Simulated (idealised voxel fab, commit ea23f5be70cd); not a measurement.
process module | voxel ribs on slabs
cross-section cut | 295 nm wide | cells 5 nm
A cross-section is a grid of square cells, given in bands from the top down. A band is one or more rows of cells.
Each band's line starts with the height of the band's top and of its bottom, in nm. Then come its materials from left to right, each with its width in nm. One material with "throughout" fills the band from edge to edge. "air" is empty space.
Height 0 is the level under which the wafer as received is all one material. The lowest band goes on downwards, as in "0 down".
A width such as "30 to 40" changes by the same amount from each row of cells to the next, from the band's top row to its bottom row.
"no change" after a step means that no cell of the cross-section changed.
closed voids: empty space of 8 cells or more with no open way to the top, each as width x height at its distance from the left edge, in nm
after a step's settings: what the simulator itself notes on the step
overlay nm, on a step with a mask: how far to the right of its planned place the mask lay; to the left if negative
plan
1 op RECEIVE | material Si
2 op DIRECTIONAL_DEP | material SiO2 | thk nm 30
3 op DIRECTIONAL_DEP | material SiN | thk nm 25
4 op DIRECTIONAL_DEP | material aC | thk nm 15
5 op PATTERN | tone cover | mask id RIB | material resist | width nm 15 | thk nm 30 | overlay nm 0
6 op DIRECTIONAL_ETCH | etch materials aC | depth nm 15
7 op STRIP | etch materials resist
8 op DIRECTIONAL_ETCH | etch materials SiN | depth nm 20
9 op STRIP | etch materials aC
10 op MASKED_ETCH | tone cover | mask id SLAB | width nm 45 | etch materials SiN | depth nm 5 | overlay nm 0
11 op FILL_DEP | material SiO2 | thk nm 30
12 op CMP | height nm 75
13 op DIRECTIONAL_DEP | material W | thk nm 5
14 op DIRECTIONAL_DEP | material aC | thk nm 15
15 op PATTERN | tone cover | mask id HEATER | material resist | width nm 25 | thk nm 30 | overlay nm 0
16 op DIRECTIONAL_ETCH | etch materials aC | depth nm 15
17 op STRIP | etch materials resist
18 op DIRECTIONAL_ETCH | etch materials W | depth nm 5
19 op STRIP | etch materials aC
20 op CONFORMAL_DEP | material SiN | thk nm 5
varied across the wafers: width nm of step 10. The plan shows the first wafer's value. All wafers start alike
first wafer as received, after step 1
  0 down: Si throughout
  closed voids: none
each wafer at the end: cells of each material gained (+) or lost (-) since it was received, then its closed voids
width nm 45 | +82 SiN | +864 SiO2 | +5 W | closed voids: none
width nm 50 | +83 SiN | +863 SiO2 | +5 W | closed voids: none
width nm 55 | +84 SiN | +862 SiO2 | +5 W | closed voids: none
width nm 60 | +85 SiN | +861 SiO2 | +5 W | closed voids: none
width nm 65 | +86 SiN | +860 SiO2 | +5 W | closed voids: none
width nm 70 | +87 SiN | +859 SiO2 | +5 W | closed voids: none
